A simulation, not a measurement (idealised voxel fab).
The following process module bears the name voxel released beams.
FYI the section here is cut, 220 nm wide, cells are 5 nm squares.
In what follows, cross-sections appear as grids of square cells, described through bands that run from the top down, where every band is one or more rows of cells.
Within each band entry, the heights of the top and of the bottom of the band appear first, in that order and in nm; the materials of the band then follow from left to right, each with its corresponding width in nm. The designation "everywhere" on a single material indicates that it fills the band from edge to edge; the designation "air" indicates empty space.
Height reference: 0 = level under which incoming wafer is all one material. Lowest band: no bottom, runs on downward, e.g. "0 down".
The two numbers in a width such as "30->40" mark its ends across the band: the first belongs to the top row of cells, the second to the bottom row, and from each row to the next the width moves by the same amount.
"all unchanged" after a step means that no cell of the cross-section changed.
The list in "Internal closed voids" covers empty spaces of 8 cells or more that cannot reach the top through any open way, and it gives each as width x height at distance; the distance is from the left edge, and width, height and distance are in nm.
What comes after the settings on a step's line is commentary from the simulator itself on that step.
overlay nm: mask right of planned place by this much (step with mask). Neg. = left.

**Process steps (planned)**
1) RECEIVE: material Si
2) CONFORMAL_DEP: material SiN, thk nm 5
3) DIRECTIONAL_DEP: material SiO2, thk nm 20
4) PATTERN: tone open, mask id ANCHOR, material resist, width nm 45, thk nm 20, overlay nm 0
5) DIRECTIONAL_ETCH: etch materials SiO2, depth nm 20
6) STRIP: etch materials resist
7) CONFORMAL_DEP: material W, thk nm 15
8) PATTERN: tone cover, mask id BEAM, material resist, width nm 95, thk nm 20, overlay nm -15
9) DIRECTIONAL_ETCH: etch materials W, depth nm 15
10) STRIP: etch materials resist
11) STRIP: etch materials SiO2
The wafers are alike at the start. At step 8, their overlay nm differs. The plan lists the first wafer's value.

**First of several wafers (as received, post step 1), cross-sectional view**
  0 down  Si everywhere
  Internal closed voids: none

**Post step 11, the closing step of the module: first of several wafers, cross-sectioned**
  40 to 25  45 air; 35 W; 15 air; 45 W; 80 air
  25 to 20  65 air; 15 W; 15 air; 15 W; 110 air
  20 to 5  65 air; 45 W; 110 air
  5 to 0  SiN everywhere
  0 down  Si everywhere
  Internal closed voids: none

**The module's end: a cross-section of the last wafer**
  40 to 25  75 air; 5 W; 15 air; 75 W; 50 air
  25 to 20  65 air; 15 W; 15 air; 15 W; 110 air
  20 to 5  65 air; 45 W; 110 air
  5 to 0  SiN everywhere
  0 down  Si everywhere
  Internal closed voids: none

**Here is how to read the rows: every wafer has a row, and it shows the wafer at the end of the module, giving for each material how many cells were gained (+) or lost (-) since the wafer was received, then listing its closed voids**
overlay nm -15; +44 SiN; +81 W; Internal closed voids: none
overlay nm -10; +44 SiN; +81 W; Internal closed voids: none
overlay nm -5; +44 SiN; +81 W; Internal closed voids: none
overlay nm 0; +44 SiN; +81 W; Internal closed voids: none
overlay nm 5; +44 SiN; +81 W; Internal closed voids: none
overlay nm 10; +44 SiN; +81 W; Internal closed voids: none
overlay nm 15; +44 SiN; +81 W; Internal closed voids: none
